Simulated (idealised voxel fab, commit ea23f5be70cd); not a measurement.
process module | voxel capacitor over wiring
cross-section cut | 260 nm wide | cells 5 nm
A cross-section is a grid of square cells, given in bands from the top down. A band is one or more rows of cells.
Each band's line starts with the height of the band's top and of its bottom, in nm. Then come its materials from left to right, each with its width in nm. One material with "throughout" fills the band from edge to edge. "air" is empty space.
Height 0 is the level under which the wafer as received is all one material. The lowest band goes on downwards, as in "0 down".
A width such as "30 to 40" changes by the same amount from each row of cells to the next, from the band's top row to its bottom row.
"no change" after a step means that no cell of the cross-section changed.
closed voids: empty space of 8 cells or more with no open way to the top, each as width x height at its distance from the left edge, in nm
after a step's settings: what the simulator itself notes on the step
overlay nm, on a step with a mask: how far to the right of its planned place the mask lay; to the left if negative
plan
1 op RECEIVE | material Si
2 op CONFORMAL_DEP | material SiO2 | thk nm 15
3 op DIRECTIONAL_DEP | material TiN | thk nm 5
4 op DIRECTIONAL_DEP | material Ru | thk nm 25
5 op PATTERN | tone cover | mask id METAL_1 | material resist | width nm 25 | pitch nm 95 | thk nm 15 | overlay nm 0
6 op DIRECTIONAL_ETCH | etch materials Ru | depth nm 25
7 op DIRECTIONAL_ETCH | etch materials TiN | depth nm 5
8 op STRIP | etch materials resist
9 op FILL_DEP | material SiO2 | thk nm 5
10 op CMP | height nm 45
11 op CONFORMAL_DEP | material SiCN | thk nm 5
12 op DIRECTIONAL_DEP | material SiO2 | thk nm 10
13 op DIRECTIONAL_DEP | material aC | thk nm 10
14 op PATTERN | tone open | mask id PLUG_1 | material resist | width nm 15 | thk nm 25 | overlay nm 0
15 op DIRECTIONAL_ETCH | etch materials aC | depth nm 10
16 op STRIP | etch materials resist
17 op DIRECTIONAL_ETCH | etch materials SiO2 | depth nm 10
18 op DIRECTIONAL_ETCH | etch materials SiCN | depth nm 5
19 op STRIP | etch materials aC
20 op EPI | material Ru | thk nm 10
21 op EPI | material Ru | thk nm 5
22 op DIRECTIONAL_DEP | material TiN | thk nm 5
23 op DIRECTIONAL_DEP | material Al2O3 | thk nm 5
24 op DIRECTIONAL_DEP | material TiN | thk nm 5
25 op MASKED_ETCH | tone cover | mask id UPPER_PLATE | width nm 75 | etch materials TiN | depth nm 5 | overlay nm 0
26 op MASKED_ETCH | tone cover | mask id UPPER_PLATE | width nm 75 | etch materials Al2O3 | depth nm 5 | overlay nm 0
27 op DIRECTIONAL_DEP | material aC | thk nm 15
28 op PATTERN | tone cover | mask id LOWER_PLATE | material resist | width nm 85 | thk nm 30 | overlay nm 0
29 op DIRECTIONAL_ETCH | etch materials aC | depth nm 15
30 op STRIP | etch materials resist
31 op DIRECTIONAL_ETCH | etch materials TiN | depth nm 5
32 op STRIP | etch materials aC
33 op FILL_DEP | material SiO2 | thk nm 15
34 op CMP | height nm 85
35 op MASKED_ETCH | tone open | mask id PLUG_2 | width nm 15 | etch materials SiO2 | depth nm 10 | overlay nm 0
36 op CONFORMAL_DEP | material TiN | thk nm 5
37 op FILL_DEP | material W | thk nm 5
38 op CMP | height nm 85
39 op CONFORMAL_DEP | material SiN | thk nm 5
first wafer, as planned
as received, after step 1
  0 down: Si throughout
  closed voids: none
after step 2
  15 to 0: SiO2 throughout
  below 0: unchanged
after step 3
  20 to 15: TiN throughout
  below 15: unchanged
after step 4
  45 to 20: Ru throughout
  below 20: unchanged
after step 5
  60 to 45: air 70 | resist 25 | air 70 | resist 25 | air 70
  below 45: unchanged
after step 6
  60 to 45: air 70 | resist 25 | air 70 | resist 25 | air 70
  45 to 20: air 70 | Ru 25 | air 70 | Ru 25 | air 70
  below 20: unchanged
after step 7
  60 to 45: air 70 | resist 25 | air 70 | resist 25 | air 70
  45 to 20: air 70 | Ru 25 | air 70 | Ru 25 | air 70
  20 to 15: air 70 | TiN 25 | air 70 | TiN 25 | air 70
  below 15: unchanged
after step 8
  45 to 20: air 70 | Ru 25 | air 70 | Ru 25 | air 70
  below 20: unchanged
after step 9
  50 to 45: SiO2 throughout
  45 to 20: SiO2 70 | Ru 25 | SiO2 70 | Ru 25 | SiO2 70
  20 to 15: SiO2 70 | TiN 25 | SiO2 70 | TiN 25 | SiO2 70
  below 15: unchanged
after step 10
  45 to 20: SiO2 70 | Ru 25 | SiO2 70 | Ru 25 | SiO2 70
  below 20: unchanged
after step 11
  50 to 45: SiCN throughout
  below 45: unchanged
after step 12
  60 to 50: SiO2 throughout
  below 50: unchanged
after step 13
  70 to 60: aC throughout
  below 60: unchanged
after step 14
  95 to 70: resist 80 | air 15 | resist 165
  below 70: unchanged
after step 15
  85 to 70: resist 80 | air 15 | resist 165
  70 to 60: aC 80 | air 15 | aC 165
  below 60: unchanged
after step 16
  70 to 60: aC 80 | air 15 | aC 165
  below 60: unchanged
after step 17
  70 to 60: aC 80 | air 15 | aC 165
  60 to 50: SiO2 80 | air 15 | SiO2 165
  below 50: unchanged
after step 18
  70 to 60: aC 80 | air 15 | aC 165
  60 to 50: SiO2 80 | air 15 | SiO2 165
  50 to 45: SiCN 80 | air 15 | SiCN 165
  below 45: unchanged
after step 19
  60 to 50: SiO2 80 | air 15 | SiO2 165
  below 50: unchanged
after step 20
  60 to 55: SiO2 80 | air 15 | SiO2 165
  55 to 50: SiO2 80 | Ru 15 | SiO2 165
  50 to 45: SiCN 80 | Ru 15 | SiCN 165
  below 45: unchanged
after step 21
  60 to 50: SiO2 80 | Ru 15 | SiO2 165
  below 50: unchanged
after step 22
  65 to 60: TiN throughout
  below 60: unchanged
after step 23
  70 to 65: Al2O3 throughout
  below 65: unchanged
after step 24
  75 to 70: TiN throughout
  below 70: unchanged
after step 25
  75 to 70: air 80 | TiN 75 | air 105
  below 70: unchanged
after step 26
  75 to 70: air 80 | TiN 75 | air 105
  70 to 65: air 80 | Al2O3 75 | air 105
  below 65: unchanged
after step 27
  90 to 80: air 80 | aC 75 | air 105
  80 to 75: aC throughout
  75 to 70: aC 80 | TiN 75 | aC 105
  70 to 65: aC 80 | Al2O3 75 | aC 105
  below 65: unchanged
after step 28
  120 to 90: air 75 | resist 85 | air 100
  90 to 80: air 75 | resist 5 | aC 75 | resist 5 | air 100
  below 80: unchanged
after step 29
  105 to 90: air 75 | resist 85 | air 100
  90 to 80: air 75 | resist 5 | aC 75 | resist 5 | air 100
  80 to 75: air 75 | aC 85 | air 100
  75 to 70: air 75 | aC 5 | TiN 75 | aC 5 | air 100
  70 to 65: air 75 | aC 5 | Al2O3 75 | aC 5 | air 100
  below 65: unchanged
after step 30
  90 to 80: air 80 | aC 75 | air 105
  below 80: unchanged
after step 31
  90 to 80: air 80 | aC 75 | air 105
  80 to 75: air 75 | aC 85 | air 100
  75 to 70: air 75 | aC 5 | TiN 75 | aC 5 | air 100
  70 to 65: air 75 | aC 5 | Al2O3 75 | aC 5 | air 100
  65 to 60: air 75 | TiN 85 | air 100
  below 60: unchanged
after step 32
  75 to 70: air 80 | TiN 75 | air 105
  70 to 65: air 80 | Al2O3 75 | air 105
  below 65: unchanged
after step 33
  90 to 75: SiO2 throughout
  75 to 70: SiO2 80 | TiN 75 | SiO2 105
  70 to 65: SiO2 80 | Al2O3 75 | SiO2 105
  65 to 60: SiO2 75 | TiN 85 | SiO2 100
  below 60: unchanged
after step 34
  85 to 75: SiO2 throughout
  below 75: unchanged
after step 35
  85 to 75: SiO2 90 | air 15 | SiO2 155
  below 75: unchanged
after step 36
  90 to 85: TiN 95 | air 5 | TiN 160
  85 to 80: SiO2 90 | TiN 5 | air 5 | TiN 5 | SiO2 155
  80 to 70: SiO2 90 to 80 | TiN 15 to 75 | SiO2 155 to 105
  below 70: unchanged
after step 37
  95 to 90: W throughout
  90 to 85: TiN 95 | W 5 | TiN 160
  85 to 80: SiO2 90 | TiN 5 | W 5 | TiN 5 | SiO2 155
  below 80: unchanged
after step 38
  85 to 80: SiO2 90 | TiN 5 | W 5 | TiN 5 | SiO2 155
  below 80: unchanged
after step 39
  90 to 85: SiN throughout
  below 85: unchanged
second wafer: like start, like plan, one mistake. Through step 33 it matches the first wafer
when step 34 should have ended
  75 to 70: SiO2 80 | TiN 75 | SiO2 105
  below 70: unchanged
when step 35 should have ended: no change
when step 36 should have ended
  80 to 75: TiN throughout
  below 75: unchanged
when step 37 should have ended
  85 to 80: W throughout
  below 80: unchanged
when step 38 should have ended: no change
when step 39 should have ended
  90 to 85: SiN throughout
  below 85: unchanged
what went wrong: step 34 ran as: op CMP | height nm 75
at the end the second wafer has, in cells: 98 fewer of SiO2 | 47 more of TiN | 51 more of W
